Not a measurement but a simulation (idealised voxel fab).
Herein follows the process module entitled voxel capacitor over wiring.
This is section cut - it's 275 nm across, gridded in 5 nm square cells.
Notation: cross-section as square-cell grid; stated in bands, top first, going down; one or more cell rows per band. The entry gives the band's vertical extent as a top height and a bottom height in nm, then its horizontal make-up as materials from left to right, each with a width in nm. "air" stands for empty space; a single material marked "edge to edge" fills the band edge to edge. Heights from 0 (as-received wafer is one material below). Bottom band endless downward, as "top 0, no bottom". A two-number width, for instance "30->40", indicates that the width is equal to the first number in the top row of the band and to the second number in the bottom row, and that it changes by a constant amount per row of cells. It should be understood that the words "remained unchanged", when stated for a given step, signify that the cross-section underwent no change in any of its cells during that step. Entry "Fully closed voids" = empty spaces >= 8 cells with no open way to the top; each as width x height at distance, distance from left edge, all nm. Read whatever lies past the settings on a step's line as the simulator's own remark about the step. overlay nm, on a step with a mask: how far to the right of its planned place the mask lay; to the left if negative.

-- plan
1. RECEIVE with material Si
2. CONFORMAL_DEP with material SiO2, thk nm 10
3. DIRECTIONAL_DEP with material TiN, thk nm 5
4. DIRECTIONAL_DEP with material W, thk nm 20
5. PATTERN with tone cover, mask id METAL_1, material resist, width nm 30, pitch nm 80, thk nm 20, overlay nm 0
6. DIRECTIONAL_ETCH with etch materials W, depth nm 20
7. DIRECTIONAL_ETCH with etch materials TiN, depth nm 5
8. STRIP with etch materials resist
9. FILL_DEP with material lowk, thk nm 10
10. CMP with height nm 35
11. CONFORMAL_DEP with material SiCN, thk nm 5
12. DIRECTIONAL_DEP with material SiO2, thk nm 15
13. MASKED_ETCH with tone open, mask id PLUG_1, width nm 15, etch materials SiO2, depth nm 15, overlay nm 0
14. MASKED_ETCH with tone open, mask id PLUG_1, width nm 15, etch materials SiCN, depth nm 5, overlay nm 0
15. EPI with material Ru, thk nm 10
16. EPI with material Ru, thk nm 10
17. DIRECTIONAL_DEP with material TiN, thk nm 5
18. DIRECTIONAL_DEP with material HfO2, thk nm 5
19. DIRECTIONAL_DEP with material TiN, thk nm 5
20. DIRECTIONAL_DEP with material aC, thk nm 10
21. PATTERN with tone cover, mask id UPPER_PLATE, material resist, width nm 55, thk nm 25, overlay nm 0
22. DIRECTIONAL_ETCH with etch materials aC, depth nm 10
23. STRIP with etch materials resist
24. DIRECTIONAL_ETCH with etch materials TiN, depth nm 5
25. DIRECTIONAL_ETCH with etch materials HfO2, depth nm 5
26. STRIP with etch materials aC
27. MASKED_ETCH with tone cover, mask id LOWER_PLATE, width nm 65, etch materials TiN, depth nm 5, overlay nm 0
28. FILL_DEP with material SiO2, thk nm 15
29. CMP with height nm 80
30. MASKED_ETCH with tone open, mask id PLUG_2, width nm 15, etch materials SiO2, depth nm 10, overlay nm 0
31. CONFORMAL_DEP with material TiN, thk nm 5
32. FILL_DEP with material Ru, thk nm 10
33. CMP with height nm 80
34. CONFORMAL_DEP with material SiN, thk nm 5

-- Incoming wafer, cross-sectional view, post step 1
top 0, no bottom  Si edge to edge
Fully closed voids: none

-- The following cross-section depicts the wafer upon conclusion of the module. Processing commenced from the starting condition illustrated above and adhered to the plan illustrated above, save for one mistake in execution
top 85, bottom 80  SiN edge to edge
top 80, bottom 75  SiO2 105 nm / TiN 5 nm / Ru 5 nm / TiN 5 nm / SiO2 155 nm
top 75, bottom 65  SiO2 105->95 nm / TiN 15->55 nm / SiO2 155->125 nm
top 65, bottom 60  SiO2 95 nm / HfO2 55 nm / SiO2 125 nm
top 60, bottom 55  SiO2 90 nm / TiN 65 nm / SiO2 120 nm
top 55, bottom 40  SiO2 95 nm / Ru 15 nm / SiO2 165 nm
top 40, bottom 35  SiCN 100 nm / Ru 10 nm / SiCN 165 nm
top 35, bottom 15  lowk 80 nm / W 30 nm / lowk 50 nm / W 30 nm / lowk 85 nm
top 15, bottom 10  lowk 80 nm / TiN 30 nm / lowk 50 nm / TiN 30 nm / lowk 85 nm
top 10, bottom 0  SiO2 edge to edge
top 0, no bottom  Si edge to edge
Fully closed voids: none
Here's what went sideways: step 14 was run on a setting that differed from the plan, and what really ran there is MASKED_ETCH with tone open, mask id PLUG_1, width nm 15, etch materials SiCN, depth nm 5, overlay nm 5
